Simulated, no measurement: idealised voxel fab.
Process module heading - voxel capacitor over wiring
Each square cell in cross-section cut measures 5 nm, and the section as a whole is 170 nm wide.
Cross-section spec: square-cell grid; bands listed top down; each band is one or more rows. For a band, the entry starts with two heights in nm, that of the top and then that of the bottom, and carries on with the band's materials in order from left to right, each alongside its width in nm; the word "edge to edge" beside a single material means it fills the band edge to edge, and "air" means empty space. A quick word on heights: they are counted from 0, and under that level the wafer as it came to us is one material throughout. The lowest band is different from the rest in having no bottom; it simply continues downward, written as in "0 nm and below". The two numbers in a width such as "30..40" mark its ends across the band: the first belongs to the top row of cells, the second to the bottom row, and from each row to the next the width moves by the same amount. "no change", as given for a step, is the statement that not any cell of the cross-section underwent a change during that step. Closed empty spaces (no open way to the top) of 8 cells or more are what "Completely enclosed voids" lists, each as width x height at distance from the left edge, nm for all three. The remark found on a step's line after its settings is issued by the simulator itself and pertains to that step. overlay nm, on a step with a mask: how far to the right of its planned place the mask lay; to the left if negative.
Process steps - plan
1) RECEIVE with material Si
2) CONFORMAL_DEP with material SiO2, thk nm 10
3) DIRECTIONAL_DEP with material TiN, thk nm 5
4) DIRECTIONAL_DEP with material Ru, thk nm 15
5) PATTERN with tone cover, mask id METAL_1, material resist, width nm 25, pitch nm 85, thk nm 15, overlay nm 0
6) DIRECTIONAL_ETCH with etch materials Ru, depth nm 15
7) DIRECTIONAL_ETCH with etch materials TiN, depth nm 5
8) STRIP with etch materials resist
9) FILL_DEP with material lowk, thk nm 10
10) CMP with height nm 30
11) CONFORMAL_DEP with material SiCN, thk nm 5
12) DIRECTIONAL_DEP with material lowk, thk nm 10
13) PATTERN with tone open, mask id PLUG_1, material resist, width nm 15, thk nm 15, overlay nm 0
14) DIRECTIONAL_ETCH with etch materials lowk, depth nm 10
15) DIRECTIONAL_ETCH with etch materials SiCN, depth nm 5
16) STRIP with etch materials resist
17) EPI with material Ru, thk nm 10
18) EPI with material Ru, thk nm 5
19) DIRECTIONAL_DEP with material TiN, thk nm 10
20) DIRECTIONAL_DEP with material Al2O3, thk nm 5
21) DIRECTIONAL_DEP with material TiN, thk nm 5
22) MASKED_ETCH with tone cover, mask id UPPER_PLATE, width nm 65, etch materials TiN, depth nm 5, overlay nm 0
23) MASKED_ETCH with tone cover, mask id UPPER_PLATE, width nm 65, etch materials Al2O3, depth nm 5, overlay nm 0
24) DIRECTIONAL_DEP with material aC, thk nm 15
25) PATTERN with tone cover, mask id LOWER_PLATE, material resist, width nm 75, thk nm 35, overlay nm 0
26) DIRECTIONAL_ETCH with etch materials aC, depth nm 15
27) STRIP with etch materials resist
28) DIRECTIONAL_ETCH with etch materials TiN, depth nm 10
29) STRIP with etch materials aC
30) FILL_DEP with material SiO2, thk nm 20
31) CMP with height nm 80
32) DIRECTIONAL_DEP with material aC, thk nm 15
33) PATTERN with tone open, mask id PLUG_2, material resist, width nm 15, thk nm 30, overlay nm 0
34) DIRECTIONAL_ETCH with etch materials aC, depth nm 15
35) STRIP with etch materials resist
36) DIRECTIONAL_ETCH with etch materials SiO2, depth nm 15
37) STRIP with etch materials aC
38) CONFORMAL_DEP with material TiN, thk nm 5
39) FILL_DEP with material Cu, thk nm 5
40) CMP with height nm 80
41) CONFORMAL_DEP with material SiN, thk nm 5
First of two wafers, processed according to plan
Incoming wafer in cross-section (state: after step 1)
* 0 nm and below = Si edge to edge
* Completely enclosed voids: none
Once step 2 is through, the wafer looks like this in cross-section
* 10 nm to 0 nm = SiO2 edge to edge
* At heights below 0, the structure remains unaltered.
Once step 3 is through, the wafer looks like this in cross-section
* 15 nm to 10 nm = TiN edge to edge
* At heights below 10, the structure remains unaltered.
Once step 4 is through, the wafer looks like this in cross-section
* 30 nm to 15 nm = Ru edge to edge
* At heights below 15, the structure remains unaltered.
Once step 5 is through, the wafer looks like this in cross-section
* 45 nm to 30 nm = air: 30  resist: 25  air: 60  resist: 25  air: 30
* At heights below 30, the structure remains unaltered.
Once step 6 is through, the wafer looks like this in cross-section
* 45 nm to 30 nm = air: 30  resist: 25  air: 60  resist: 25  air: 30
* 30 nm to 15 nm = air: 30  Ru: 25  air: 60  Ru: 25  air: 30
* At heights below 15, the structure remains unaltered.
Once step 7 is through, the wafer looks like this in cross-section
* 45 nm to 30 nm = air: 30  resist: 25  air: 60  resist: 25  air: 30
* 30 nm to 15 nm = air: 30  Ru: 25  air: 60  Ru: 25  air: 30
* 15 nm to 10 nm = air: 30  TiN: 25  air: 60  TiN: 25  air: 30
* At heights below 10, the structure remains unaltered.
Once step 8 is through, the wafer looks like this in cross-section
* 30 nm to 15 nm = air: 30  Ru: 25  air: 60  Ru: 25  air: 30
* At heights below 15, the structure remains unaltered.
Once step 9 is through, the wafer looks like this in cross-section
* 40 nm to 30 nm = lowk edge to edge
* 30 nm to 15 nm = lowk: 30  Ru: 25  lowk: 60  Ru: 25  lowk: 30
* 15 nm to 10 nm = lowk: 30  TiN: 25  lowk: 60  TiN: 25  lowk: 30
* At heights below 10, the structure remains unaltered.
Once step 10 is through, the wafer looks like this in cross-section
* 30 nm to 15 nm = lowk: 30  Ru: 25  lowk: 60  Ru: 25  lowk: 30
* At heights below 15, the structure remains unaltered.
Once step 11 is through, the wafer looks like this in cross-section
* 35 nm to 30 nm = SiCN edge to edge
* At heights below 30, the structure remains unaltered.
Once step 12 is through, the wafer looks like this in cross-section
* 45 nm to 35 nm = lowk edge to edge
* At heights below 35, the structure remains unaltered.
Once step 13 is through, the wafer looks like this in cross-section
* 60 nm to 45 nm = resist: 40  air: 15  resist: 115
* At heights below 45, the structure remains unaltered.
Once step 14 is through, the wafer looks like this in cross-section
* 60 nm to 45 nm = resist: 40  air: 15  resist: 115
* 45 nm to 35 nm = lowk: 40  air: 15  lowk: 115
* At heights below 35, the structure remains unaltered.
Once step 15 is through, the wafer looks like this in cross-section
* 60 nm to 45 nm = resist: 40  air: 15  resist: 115
* 45 nm to 35 nm = lowk: 40  air: 15  lowk: 115
* 35 nm to 30 nm = SiCN: 40  air: 15  SiCN: 115
* At heights below 30, the structure remains unaltered.
Once step 16 is through, the wafer looks like this in cross-section
* 45 nm to 35 nm = lowk: 40  air: 15  lowk: 115
* At heights below 35, the structure remains unaltered.
Once step 17 is through, the wafer looks like this in cross-section
* 45 nm to 40 nm = lowk: 40  air: 15  lowk: 115
* 40 nm to 35 nm = lowk: 40  Ru: 15  lowk: 115
* 35 nm to 30 nm = SiCN: 40  Ru: 15  SiCN: 115
* At heights below 30, the structure remains unaltered.
Once step 18 is through, the wafer looks like this in cross-section
* 45 nm to 35 nm = lowk: 40  Ru: 15  lowk: 115
* At heights below 35, the structure remains unaltered.
Once step 19 is through, the wafer looks like this in cross-section
* 55 nm to 45 nm = TiN edge to edge
* At heights below 45, the structure remains unaltered.
Once step 20 is through, the wafer looks like this in cross-section
* 60 nm to 55 nm = Al2O3 edge to edge
* At heights below 55, the structure remains unaltered.
Once step 21 is through, the wafer looks like this in cross-section
* 65 nm to 60 nm = TiN edge to edge
* At heights below 60, the structure remains unaltered.
Once step 22 is through, the wafer looks like this in cross-section
* 65 nm to 60 nm = air: 40  TiN: 65  air: 65
* At heights below 60, the structure remains unaltered.
Once step 23 is through, the wafer looks like this in cross-section
* 65 nm to 60 nm = air: 40  TiN: 65  air: 65
* 60 nm to 55 nm = air: 40  Al2O3: 65  air: 65
* At heights below 55, the structure remains unaltered.
Once step 24 is through, the wafer looks like this in cross-section
* 80 nm to 70 nm = air: 40  aC: 65  air: 65
* 70 nm to 65 nm = aC edge to edge
* 65 nm to 60 nm = aC: 40  TiN: 65  aC: 65
* 60 nm to 55 nm = aC: 40  Al2O3: 65  aC: 65
* At heights below 55, the structure remains unaltered.
Once step 25 is through, the wafer looks like this in cross-section
* 115 nm to 80 nm = air: 35  resist: 75  air: 60
* 80 nm to 70 nm = air: 35  resist: 5  aC: 65  resist: 5  air: 60
* At heights below 70, the structure remains unaltered.
Once step 26 is through, the wafer looks like this in cross-section
* 100 nm to 80 nm = air: 35  resist: 75  air: 60
* 80 nm to 70 nm = air: 35  resist: 5  aC: 65  resist: 5  air: 60
* 70 nm to 65 nm = air: 35  aC: 75  air: 60
* 65 nm to 60 nm = air: 35  aC: 5  TiN: 65  aC: 5  air: 60
* 60 nm to 55 nm = air: 35  aC: 5  Al2O3: 65  aC: 5  air: 60
* At heights below 55, the structure remains unaltered.
Once step 27 is through, the wafer looks like this in cross-section
* 80 nm to 70 nm = air: 40  aC: 65  air: 65
* At heights below 70, the structure remains unaltered.
Once step 28 is through, the wafer looks like this in cross-section
* 80 nm to 70 nm = air: 40  aC: 65  air: 65
* 70 nm to 65 nm = air: 35  aC: 75  air: 60
* 65 nm to 60 nm = air: 35  aC: 5  TiN: 65  aC: 5  air: 60
* 60 nm to 55 nm = air: 35  aC: 5  Al2O3: 65  aC: 5  air: 60
* 55 nm to 45 nm = air: 35  TiN: 75  air: 60
* At heights below 45, the structure remains unaltered.
Once step 29 is through, the wafer looks like this in cross-section
* 65 nm to 60 nm = air: 40  TiN: 65  air: 65
* 60 nm to 55 nm = air: 40  Al2O3: 65  air: 65
* At heights below 55, the structure remains unaltered.
Once step 30 is through, the wafer looks like this in cross-section
* 85 nm to 65 nm = SiO2 edge to edge
* 65 nm to 60 nm = SiO2: 40  TiN: 65  SiO2: 65
* 60 nm to 55 nm = SiO2: 40  Al2O3: 65  SiO2: 65
* 55 nm to 45 nm = SiO2: 35  TiN: 75  SiO2: 60
* At heights below 45, the structure remains unaltered.
Once step 31 is through, the wafer looks like this in cross-section
* 80 nm to 65 nm = SiO2 edge to edge
* At heights below 65, the structure remains unaltered.
Once step 32 is through, the wafer looks like this in cross-section
* 95 nm to 80 nm = aC edge to edge
* At heights below 80, the structure remains unaltered.
Once step 33 is through, the wafer looks like this in cross-section
* 125 nm to 95 nm = resist: 50  air: 15  resist: 105
* At heights below 95, the structure remains unaltered.
Once step 34 is through, the wafer looks like this in cross-section
* 110 nm to 95 nm = resist: 50  air: 15  resist: 105
* 95 nm to 80 nm = aC: 50  air: 15  aC: 105
* At heights below 80, the structure remains unaltered.
Once step 35 is through, the wafer looks like this in cross-section
* 95 nm to 80 nm = aC: 50  air: 15  aC: 105
* At heights below 80, the structure remains unaltered.
Once step 36 is through, the wafer looks like this in cross-section
* 95 nm to 80 nm = aC: 50  air: 15  aC: 105
* 80 nm to 65 nm = SiO2: 50  air: 15  SiO2: 105
* At heights below 65, the structure remains unaltered.
Once step 37 is through, the wafer looks like this in cross-section
* 80 nm to 65 nm = SiO2: 50  air: 15  SiO2: 105
* At heights below 65, the structure remains unaltered.
Once step 38 is through, the wafer looks like this in cross-section
* 85 nm to 80 nm = TiN: 55  air: 5  TiN: 110
* 80 nm to 70 nm = SiO2: 50  TiN: 5  air: 5  TiN: 5  SiO2: 105
* 70 nm to 60 nm = SiO2: 50..40  TiN: 15..65  SiO2: 105..65
* At heights below 60, the structure remains unaltered.
Once step 39 is through, the wafer looks like this in cross-section
* 90 nm to 85 nm = Cu edge to edge
* 85 nm to 80 nm = TiN: 55  Cu: 5  TiN: 110
* 80 nm to 70 nm = SiO2: 50  TiN: 5  Cu: 5  TiN: 5  SiO2: 105
* At heights below 70, the structure remains unaltered.
Once step 40 is through, the wafer looks like this in cross-section
* 80 nm to 70 nm = SiO2: 50  TiN: 5  Cu: 5  TiN: 5  SiO2: 105
* At heights below 70, the structure remains unaltered.
Once step 41 is through, the wafer looks like this in cross-section
* 85 nm to 80 nm = SiN edge to edge
* At heights below 80, the structure remains unaltered.
The second wafer: identical to the first at the outset and in its planned sequence, differing only in that one mistake was made during processing; up to and including step 12, its path is the first wafer's path
Cross-section, second wafer, at the end time the plan gives for step 13
* 60 nm to 45 nm = resist: 30  air: 15  resist: 125
* At heights below 45, the structure remains unaltered.
Cross-section, second wafer, at the end time the plan gives for step 14
* 60 nm to 45 nm = resist: 30  air: 15  resist: 125
* 45 nm to 35 nm = lowk: 30  air: 15  lowk: 125
* At heights below 35, the structure remains unaltered.
Cross-section, second wafer, at the end time the plan gives for step 15
* 60 nm to 45 nm = resist: 30  air: 15  resist: 125
* 45 nm to 35 nm = lowk: 30  air: 15  lowk: 125
* 35 nm to 30 nm = SiCN: 30  air: 15  SiCN: 125
* At heights below 30, the structure remains unaltered.
Cross-section, second wafer, at the end time the plan gives for step 16
* 45 nm to 35 nm = lowk: 30  air: 15  lowk: 125
* At heights below 35, the structure remains unaltered.
Cross-section, second wafer, at the end time the plan gives for step 17
* 45 nm to 40 nm = lowk: 30  air: 15  lowk: 125
* 40 nm to 35 nm = lowk: 30  Ru: 15  lowk: 125
* 35 nm to 30 nm = SiCN: 30  Ru: 15  SiCN: 125
* At heights below 30, the structure remains unaltered.
Cross-section, second wafer, at the end time the plan gives for step 18
* 45 nm to 35 nm = lowk: 30  Ru: 15  lowk: 125
* At heights below 35, the structure remains unaltered.
Cross-section, second wafer, at the end time the plan gives for step 19
* 55 nm to 45 nm = TiN edge to edge
* At heights below 45, the structure remains unaltered.
Cross-section, second wafer, at the end time the plan gives for step 20
* 60 nm to 55 nm = Al2O3 edge to edge
* At heights below 55, the structure remains unaltered.
Cross-section, second wafer, at the end time the plan gives for step 21
* 65 nm to 60 nm = TiN edge to edge
* At heights below 60, the structure remains unaltered.
Cross-section, second wafer, at the end time the plan gives for step 22
* 65 nm to 60 nm = air: 40  TiN: 65  air: 65
* At heights below 60, the structure remains unaltered.
Cross-section, second wafer, at the end time the plan gives for step 23
* 65 nm to 60 nm = air: 40  TiN: 65  air: 65
* 60 nm to 55 nm = air: 40  Al2O3: 65  air: 65
* At heights below 55, the structure remains unaltered.
Cross-section, second wafer, at the end time the plan gives for step 24
* 80 nm to 70 nm = air: 40  aC: 65  air: 65
* 70 nm to 65 nm = aC edge to edge
* 65 nm to 60 nm = aC: 40  TiN: 65  aC: 65
* 60 nm to 55 nm = aC: 40  Al2O3: 65  aC: 65
* At heights below 55, the structure remains unaltered.
Cross-section, second wafer, at the end time the plan gives for step 25
* 115 nm to 80 nm = air: 35  resist: 75  air: 60
* 80 nm to 70 nm = air: 35  resist: 5  aC: 65  resist: 5  air: 60
* At heights below 70, the structure remains unaltered.
Cross-section, second wafer, at the end time the plan gives for step 26
* 100 nm to 80 nm = air: 35  resist: 75  air: 60
* 80 nm to 70 nm = air: 35  resist: 5  aC: 65  resist: 5  air: 60
* 70 nm to 65 nm = air: 35  aC: 75  air: 60
* 65 nm to 60 nm = air: 35  aC: 5  TiN: 65  aC: 5  air: 60
* 60 nm to 55 nm = air: 35  aC: 5  Al2O3: 65  aC: 5  air: 60
* At heights below 55, the structure remains unaltered.
Cross-section, second wafer, at the end time the plan gives for step 27
* 80 nm to 70 nm = air: 40  aC: 65  air: 65
* At heights below 70, the structure remains unaltered.
Cross-section, second wafer, at the end time the plan gives for step 28
* 80 nm to 70 nm = air: 40  aC: 65  air: 65
* 70 nm to 65 nm = air: 35  aC: 75  air: 60
* 65 nm to 60 nm = air: 35  aC: 5  TiN: 65  aC: 5  air: 60
* 60 nm to 55 nm = air: 35  aC: 5  Al2O3: 65  aC: 5  air: 60
* 55 nm to 45 nm = air: 35  TiN: 75  air: 60
* At heights below 45, the structure remains unaltered.
Cross-section, second wafer, at the end time the plan gives for step 29
* 65 nm to 60 nm = air: 40  TiN: 65  air: 65
* 60 nm to 55 nm = air: 40  Al2O3: 65  air: 65
* At heights below 55, the structure remains unaltered.
Cross-section, second wafer, at the end time the plan gives for step 30
* 85 nm to 65 nm = SiO2 edge to edge
* 65 nm to 60 nm = SiO2: 40  TiN: 65  SiO2: 65
* 60 nm to 55 nm = SiO2: 40  Al2O3: 65  SiO2: 65
* 55 nm to 45 nm = SiO2: 35  TiN: 75  SiO2: 60
* At heights below 45, the structure remains unaltered.
Cross-section, second wafer, at the end time the plan gives for step 31
* 80 nm to 65 nm = SiO2 edge to edge
* At heights below 65, the structure remains unaltered.
Cross-section, second wafer, at the end time the plan gives for step 32
* 95 nm to 80 nm = aC edge to edge
* At heights below 80, the structure remains unaltered.
Cross-section, second wafer, at the end time the plan gives for step 33
* 125 nm to 95 nm = resist: 50  air: 15  resist: 105
* At heights below 95, the structure remains unaltered.
Cross-section, second wafer, at the end time the plan gives for step 34
* 110 nm to 95 nm = resist: 50  air: 15  resist: 105
* 95 nm to 80 nm = aC: 50  air: 15  aC: 105
* At heights below 80, the structure remains unaltered.
Cross-section, second wafer, at the end time the plan gives for step 35
* 95 nm to 80 nm = aC: 50  air: 15  aC: 105
* At heights below 80, the structure remains unaltered.
Cross-section, second wafer, at the end time the plan gives for step 36
* 95 nm to 80 nm = aC: 50  air: 15  aC: 105
* 80 nm to 65 nm = SiO2: 50  air: 15  SiO2: 105
* At heights below 65, the structure remains unaltered.
Cross-section, second wafer, at the end time the plan gives for step 37
* 80 nm to 65 nm = SiO2: 50  air: 15  SiO2: 105
* At heights below 65, the structure remains unaltered.
Cross-section, second wafer, at the end time the plan gives for step 38
* 85 nm to 80 nm = TiN: 55  air: 5  TiN: 110
* 80 nm to 70 nm = SiO2: 50  TiN: 5  air: 5  TiN: 5  SiO2: 105
* 70 nm to 60 nm = SiO2: 50..40  TiN: 15..65  SiO2: 105..65
* At heights below 60, the structure remains unaltered.
Cross-section, second wafer, at the end time the plan gives for step 39
* 90 nm to 85 nm = Cu edge to edge
* 85 nm to 80 nm = TiN: 55  Cu: 5  TiN: 110
* 80 nm to 70 nm = SiO2: 50  TiN: 5  Cu: 5  TiN: 5  SiO2: 105
* At heights below 70, the structure remains unaltered.
Cross-section, second wafer, at the end time the plan gives for step 40
* 80 nm to 70 nm = SiO2: 50  TiN: 5  Cu: 5  TiN: 5  SiO2: 105
* At heights below 70, the structure remains unaltered.
Cross-section, second wafer, at the end time the plan gives for step 41
* 85 nm to 80 nm = SiN edge to edge
* At heights below 80, the structure remains unaltered.
In executing the process, a mistake was made relative to the plan: heads up, step 13 didn't go per plan, it actually ran as PATTERN with tone open, mask id PLUG_1, material resist, width nm 15, thk nm 15, overlay nm -10
Final wafers compared: equal cell tally per material, rearranged layout.
